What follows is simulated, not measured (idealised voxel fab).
Documented hereafter: the process module known as voxel self aligned vias.
It is cross-section cut that appears here, measuring 280 nm in width, its square cells being 5 nm in size.
A cross-section is a grid of square cells, given in bands from the top down. A band is one or more rows of cells. What a band's entry tells you: where the top is and where the bottom is, as heights in nm, and after that what lies inside, material by material from left to right, each with its width in nm. Empty space is written as the word "blank", and a single material marked with the word "full width" occupies the band from edge to edge. Zero point of the height axis is 0; under it, received wafer = one material. Lowest band: continues down indefinitely, "0 -> down". Per-row width for "30->40": begins at first number (top row of band), ends at second number (bottom row), increment between rows held constant. The cross-section has no changed cell in any step marked "nothing got changed". "Sealed-off cavities" specifies each empty space that is not open to the top and that occupies no fewer than 8 cells, using the form width x height at distance, the distance measured from the left edge and all three quantities in nm. On each step's line, the part that comes after the settings is the simulator's own comment on the step. "overlay nm" on a masked step: distance the mask lay right of its planned place, negative for left.

The process steps that were planned are listed below
1: RECEIVE (material Si)
2: CONFORMAL_DEP (material SiO2; thk nm 10)
3: CONFORMAL_DEP (material SiCN; thk nm 5)
4: DIRECTIONAL_DEP (material SiO2; thk nm 30)
5: MASKED_ETCH (tone open; mask id LINES; width nm 30; pitch nm 70; etch materials SiO2; depth nm 30; overlay nm 0)
6: CONFORMAL_DEP (material TiN; thk nm 5)
7: FILL_DEP (material Ru; thk nm 10)
8: CMP (height nm 45)
9: SELECTIVE_ETCH (etch materials W Ru TiN; depth nm 5)
10: FILL_DEP (material SiN; thk nm 5)
11: CMP (height nm 45)
12: DIRECTIONAL_DEP (material SiO2; thk nm 20)
13: MASKED_ETCH (tone open; mask id VIAS; width nm 50; etch materials SiO2; depth nm 20; overlay nm 0)
14: MASKED_ETCH (tone open; mask id VIAS; width nm 50; etch materials SiN; depth nm 5; overlay nm 0)
15: CONFORMAL_DEP (material TiN; thk nm 5)
16: FILL_DEP (material W; thk nm 10)
17: CMP (height nm 65)
18: CONFORMAL_DEP (material SiCN; thk nm 5)

Wafer cross-section on receipt, i.e. after step 1
* 0 -> down: Si full width
* Sealed-off cavities: none

The plan above was carried out on the starting structure above with one mistake, and this cross-section shows the wafer at the end of the module
* 70 -> 65: SiCN full width
* 65 -> 50: SiO2: 80 | TiN: 5 | W: 40 | TiN: 5 | SiO2: 150
* 50 -> 45: SiO2: 80 | TiN: 15 | W: 20 | TiN: 15 | SiO2: 150
* 45 -> 40: SiO2: 90 | TiN: 30 | SiO2: 40 | SiN: 30 | SiO2: 90
* 40 -> 20: SiO2: 90 | TiN: 5 | Ru: 20 | TiN: 5 | SiO2: 40 | TiN: 5 | Ru: 20 | TiN: 5 | SiO2: 90
* 20 -> 15: SiO2: 90 | TiN: 30 | SiO2: 40 | TiN: 30 | SiO2: 90
* 15 -> 10: SiCN full width
* 10 -> 0: Ru full width
* 0 -> down: Si full width
* Sealed-off cavities: none
Heads up, the wafer didn't run the way we planned it: contrary to plan, step 2 was performed as CONFORMAL_DEP (material Ru; thk nm 10)
